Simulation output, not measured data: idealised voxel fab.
Proc. module: voxel spacer lines
FYI the section here is cut, 175 nm wide, cells are 5 nm squares.
Square cells in a grid make up a cross-section in this document, and the grid is given as bands, listed from the top down, each one or more rows of cells. Each band's line starts with the height of the band's top and of its bottom, in nm. Then come its materials from left to right, each with its width in nm. One material with "throughout" fills the band from edge to edge. "empty" is empty space. It should be noted that heights are counted from 0, beneath which the wafer as supplied is of one material throughout, and that the lowest band possesses no lower boundary but continues downward, as written in "0 and below". A width given as "30 to 40" starts at the first number in the band's top row and ends at the second number in its bottom row, shifting by an equal amount at every step from row to row. The designation "nothing got changed", where it is given for a processing step, indicates that no cell of the cross-section was altered in the course of that step. In "Voids, enclosed" the enclosed voids are listed, meaning empty spaces of 8 cells or larger without any opening to the top. The form is width x height at distance, distance from the left edge, units nm. Heads up: the bit after the settings on a step's line is the simulator's remark on that step. A step's line can hold "overlay nm"; with a mask on that step, the setting says how far right of the planned place the mask lay, while a negative setting says it lay to the left.
Here's what the planned process steps look like
- 1: RECEIVE | material Si
- 2: CONFORMAL_DEP | material Al2O3 | thk nm 5
- 3: DIRECTIONAL_DEP | material W | thk nm 15
- 4: DIRECTIONAL_DEP | material aC | thk nm 30
- 5: PATTERN | tone cover | mask id MANDREL | material resist | width nm 20 | pitch nm 70 | thk nm 35 | overlay nm 0
- 6: DIRECTIONAL_ETCH | etch materials aC | depth nm 30
- 7: STRIP | etch materials resist
- 8: CONFORMAL_DEP | material SiN | thk nm 15
- 9: DIRECTIONAL_ETCH | etch materials SiN | depth nm 15
- 10: STRIP | etch materials aC
- 11: DIRECTIONAL_ETCH | etch materials W | depth nm 15
- 12: STRIP | etch materials SiN
- 13: FILL_DEP | material SiO2 | thk nm 5
- 14: CMP | height nm 20
Cross-section of the wafer at receipt, which is the condition after step 1
- 0 and below | Si throughout
- Voids, enclosed: none
Here's the wafer cut in cross-section after the module, started and planned just like above, except one thing was done wrong in the run
- 20 down to 15 | SiO2 throughout
- 15 down to 0 | SiO2 25 nm  W 15 nm  SiO2 20 nm  W 15 nm  SiO2 20 nm  W 15 nm  SiO2 20 nm  W 15 nm  SiO2 30 nm
- 0 and below | Si throughout
- Voids, enclosed: none
Here's what went sideways: plan step 2: skipped, not run
